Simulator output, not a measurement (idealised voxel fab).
Process module name: voxel ribs on slabs
The width of the displayed cross-section, cut, is 270 nm; its cells are square, with a size of 5 nm.
A cross-section is a grid of square cells, given in bands from the top down. A band is one or more rows of cells. Read a band's entry like this: the first values are the height of its top and the height of its bottom in nm, and what follows is the sequence of materials from left to right, each with its width in nm. Note that "empty" is empty space, and that a single material marked "everywhere" reaches across the band from edge to edge. Zero point of the height axis is 0; under it, received wafer = one material. Lowest band: continues down indefinitely, "0 down". Think of "30..40" as a width that walks from the first number to the second as you go down the band, top row to bottom row, taking equal-sized steps from row to row. When a step is marked "all unchanged", none of the cells in the cross-section changed during that step. Entry "Sealed internal voids". Content: empty spaces with no open connection to the top, size 8 cells or greater. Each: width x height at distance. Distance: from left edge. Unit: nm. Post-settings text on a step line: simulator's own remark regarding the step. overlay nm: for a step with a mask, the amount by which the mask lay right of where it was planned; a negative amount means left of it.
The following list gives the planned process steps:
1. RECEIVE [material Si]
2. DIRECTIONAL_DEP [material SiO2] [thk nm 20]
3. DIRECTIONAL_DEP [material polySi] [thk nm 20]
4. DIRECTIONAL_DEP [material aC] [thk nm 10]
5. PATTERN [tone cover] [mask id RIB] [material resist] [width nm 20] [thk nm 30] [overlay nm 0]
6. DIRECTIONAL_ETCH [etch materials aC] [depth nm 10]
7. STRIP [etch materials resist]
8. DIRECTIONAL_ETCH [etch materials polySi] [depth nm 15]
9. STRIP [etch materials aC]
10. PATTERN [tone cover] [mask id SLAB] [material resist] [width nm 60] [thk nm 15] [overlay nm 0]
11. DIRECTIONAL_ETCH [etch materials polySi] [depth nm 5]
12. STRIP [etch materials resist]
13. FILL_DEP [material SiO2] [thk nm 25]
14. CMP [height nm 55]
15. DIRECTIONAL_DEP [material W] [thk nm 5]
16. PATTERN [tone cover] [mask id HEATER] [material resist] [width nm 30] [thk nm 20] [overlay nm 0]
17. DIRECTIONAL_ETCH [etch materials W] [depth nm 5]
18. STRIP [etch materials resist]
19. CONFORMAL_DEP [material SiN] [thk nm 5]
As received (post step 1): cross-section:
  0 down  Si everywhere
  Sealed internal voids: none
End-of-module XS, first of two wafers, run as planned:
  65 to 60  empty 115 / SiN 40 / empty 115
  60 to 55  SiN 120 / W 30 / SiN 120
  55 to 40  SiO2 everywhere
  40 to 25  SiO2 125 / polySi 20 / SiO2 125
  25 to 20  SiO2 105 / polySi 60 / SiO2 105
  20 to 0  SiO2 everywhere
  0 down  Si everywhere
  Sealed internal voids: none
Here's the second of our two wafers sectioned at module end. Same start as the first, same plan, but one mistake got made running it:
  65 to 60  empty 115 / SiN 40 / empty 115
  60 to 55  SiN 120 / W 30 / SiN 120
  55 to 35  SiO2 everywhere
  35 to 30  SiO2 105 / polySi 60 / SiO2 105
  30 to 20  aC everywhere
  20 to 0  SiO2 everywhere
  0 down  Si everywhere
  Sealed internal voids: none
Against the plan, the run slipped here: steps 3 and 4 run out of order (swapped)
Final tally in cells, some materials are higher or lower on the second wafer than on the first: 96 fewer of SiO2; 108 more of aC; 12 fewer of polySi
